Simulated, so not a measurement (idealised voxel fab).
Title: Process Module voxel gate over fins
cross-section cut | 185 nm wide | cells 5 nm
Each cross-section below is a grid of square cells, stated as bands in top-down order, with one or more rows of cells making up each band.
Band: top and bottom heights (nm) first, top before bottom; then materials from left to right, widths in nm. "full width" marks a sole material filling the band edge to edge. "blank" denotes empty space.
Heights from 0 (as-received wafer is one material below). Bottom band endless downward, as "0 -> down".
Width: "30 to 40" (first number = top row, second number = bottom row, same change from row to row of cells).
"no modifications" -> step changed no cross-section cell.
"Closed void catalog": empty spaces of 8 cells or more with no open way to the top, each given as width x height at distance, distance from the left edge, all in nm.
Where a step's line continues beyond its settings, the continuation is a remark by the simulator itself on that step.
If you see "overlay nm" on a step's line and that step has a mask, it's telling you how far right of where it was planned the mask ended up; a negative number means it went left instead.

## plan
1. RECEIVE [material Si]
2. CONFORMAL_DEP [material SiN] [thk nm 10]
3. PATTERN [tone cover] [mask id FINS] [material resist] [width nm 15] [pitch nm 45] [thk nm 15] [overlay nm 0]
4. DIRECTIONAL_ETCH [etch materials SiN] [depth nm 10]
5. DIRECTIONAL_ETCH [etch materials Si] [depth nm 35]
6. STRIP [etch materials resist]
7. OXIDIZE [depth nm 5]
8. FILL_DEP [material SiO2] [thk nm 5]
9. CMP [height nm 10]
10. SELECTIVE_ETCH [etch materials SiO2] [depth nm 25]
11. STRIP [etch materials SiN]
12. CONFORMAL_DEP [material HfO2] [thk nm 5]
13. CONFORMAL_DEP [material TiN] [thk nm 5]
14. FILL_DEP [material W] [thk nm 10]
15. CMP [height nm 15]
16. CONFORMAL_DEP [material SiCN] [thk nm 5]

## Here's what the wafer looked like in cross-section when it arrived - that's after step 1
	0 -> down  Si full width
	Closed void catalog: none

## Result of the module, cross-sectioned: start per above, plan per above, one error in how it was run
	20 -> 15  SiCN full width
	15 -> 10  W full width
	10 -> 5  65 TiN  5 W  40 TiN  5 W  70 TiN
	5 -> 0  60 HfO2  5 TiN  5 W  5 TiN  30 HfO2  5 TiN  5 W  5 TiN  65 HfO2
	0 -> -5  55 Si  5 HfO2  5 TiN  5 W  5 TiN  5 HfO2  20 Si  5 HfO2  5 TiN  5 W  5 TiN  5 HfO2  60 Si
	-5 -> -10  55 Si  5 HfO2  15 TiN  5 HfO2  20 Si  5 HfO2  15 TiN  5 HfO2  60 Si
	-10 -> -15  55 Si  25 HfO2  20 Si  25 HfO2  60 Si
	-15 -> -40  55 Si  25 SiO2  20 Si  25 SiO2  60 Si
	-40 -> down  Si full width
	Closed void catalog: none
The plan and the run diverged here: so step 3 ended up running with a different setting than we planned, it ran as PATTERN [tone open] [mask id FINS] [material resist] [width nm 15] [pitch nm 45] [thk nm 15] [overlay nm 0]
